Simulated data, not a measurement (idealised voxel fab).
This is a process module. Its name is voxel fin reveal.
Xsec cut, 205 nm wide, square cell size 5 nm.
A cross-section is a grid of square cells, given in bands from the top down. A band is one or more rows of cells. First you get the band's top height and its bottom height, in nm, and then the materials it's made of, left to right, with each width in nm. If you see a single material with "edge to edge", that one covers the band edge to edge. "empty" is empty space. Counting heights begins at 0, where everything beneath is, in the wafer as received, one material. The lowest band has no bottom; it goes on downwards, as "top 0, no bottom" shows. Width "30->40": first value at the band's top row of cells, second value at its bottom row, equal change from row to row. Key: "nothing changed" - step with no changed cell in the cross-section. Look at "Tabulated closed voids" for the closed voids: empty spaces with no open path to the top, sized 8 cells or up. Each is width x height at distance, distance from the left edge, all nm. What comes after the settings on a step's line is commentary from the simulator itself on that step. "overlay nm" answers the question of how far to the right of plan the mask lay on a step that has a mask, and when it is negative the answer is to the left.
## Intended process steps
- 1: op RECEIVE | material Si
- 2: op CONFORMAL_DEP | material SiN | thk nm 5
- 3: op MASKED_ETCH | tone cover | mask id FINS | width nm 15 | pitch nm 35 | etch materials SiN | depth nm 5 | overlay nm 0
- 4: op MASKED_ETCH | tone cover | mask id FINS | width nm 15 | pitch nm 35 | etch materials Si | depth nm 30 | overlay nm 0
- 5: op FILL_DEP | material SiO2 | thk nm 5
- 6: op CMP | height nm 5
- 7: op SELECTIVE_ETCH | etch materials SiO2 | depth nm 25
- 8: op STRIP | etch materials SiN
- 9: op CONFORMAL_DEP | material HfO2 | thk nm 5
## First wafer of two (run as planned)
## Cross-section, incoming material, after step 1
  top 0, no bottom: Si edge to edge
  Tabulated closed voids: none
## Cross-section of the wafer after step 2
  top 5, bottom 0: SiN edge to edge
  Under 0: no change, same as before.
## Cross-section of the wafer after step 3
  top 5, bottom 0: empty=75  SiN=15  empty=20  SiN=15  empty=80
  Under 0: no change, same as before.
## Cross-section of the wafer after step 4
  top 5, bottom 0: empty=75  SiN=15  empty=20  SiN=15  empty=80
  top 0, bottom -30: empty=75  Si=15  empty=20  Si=15  empty=80
  Under -30: no change, same as before.
## Cross-section of the wafer after step 5
  top 10, bottom 5: SiO2 edge to edge
  top 5, bottom 0: SiO2=75  SiN=15  SiO2=20  SiN=15  SiO2=80
  top 0, bottom -30: SiO2=75  Si=15  SiO2=20  Si=15  SiO2=80
  Under -30: no change, same as before.
## Cross-section of the wafer after step 6
  top 5, bottom 0: SiO2=75  SiN=15  SiO2=20  SiN=15  SiO2=80
  Under 0: no change, same as before.
## Cross-section of the wafer after step 7
  top 5, bottom 0: empty=75  SiN=15  empty=20  SiN=15  empty=80
  top 0, bottom -20: empty=75  Si=15  empty=20  Si=15  empty=80
  Under -20: no change, same as before.
## Cross-section of the wafer after step 8
  top 0, bottom -20: empty=75  Si=15  empty=20  Si=15  empty=80
  Under -20: no change, same as before.
## Cross-section of the wafer after step 9
  top 5, bottom 0: empty=70  HfO2=25  empty=10  HfO2=25  empty=75
  top 0, bottom -15: empty=70  HfO2=5  Si=15  HfO2=5  empty=10  HfO2=5  Si=15  HfO2=5  empty=75
  top -15, bottom -20: HfO2=75  Si=15  HfO2=20  Si=15  HfO2=80
  Under -20: no change, same as before.
## second wafer: like start, like plan, one mistake. Through step 6 it matches the first wafer
## Look at the second wafer in cross-section at the time step 7 ought to have finished
  top 5, bottom 0: SiO2=75  empty=15  SiO2=20  empty=15  SiO2=80
  Under 0: no change, same as before.
## Look at the second wafer in cross-section at the time step 8 ought to have finished
  top 0, bottom -20: empty=75  Si=15  empty=20  Si=15  empty=80
  top -20, bottom -25: SiO2=50  empty=25  Si=15  empty=20  Si=15  empty=25  SiO2=55
  Under -25: no change, same as before.
## Look at the second wafer in cross-section at the time step 9 ought to have finished
  top 5, bottom 0: empty=70  HfO2=25  empty=10  HfO2=25  empty=75
  top 0, bottom -15: empty=70  HfO2=5  Si=15  HfO2=5  empty=10  HfO2=5  Si=15  HfO2=5  empty=75
  top -15, bottom -20: HfO2=55  empty=15  HfO2=5  Si=15  HfO2=5  empty=10  HfO2=5  Si=15  HfO2=5  empty=15  HfO2=60
  top -20, bottom -25: SiO2=50  HfO2=25  Si=15  HfO2=20  Si=15  HfO2=25  SiO2=55
  Under -25: no change, same as before.
Finding, execution versus plan: so 7 and 8 got swapped relative to the plan, each ran where the other was supposed to
Final wafer comparison in cells, second versus first, more or fewer per material: HfO2: 6 more, SiO2: 14 fewer
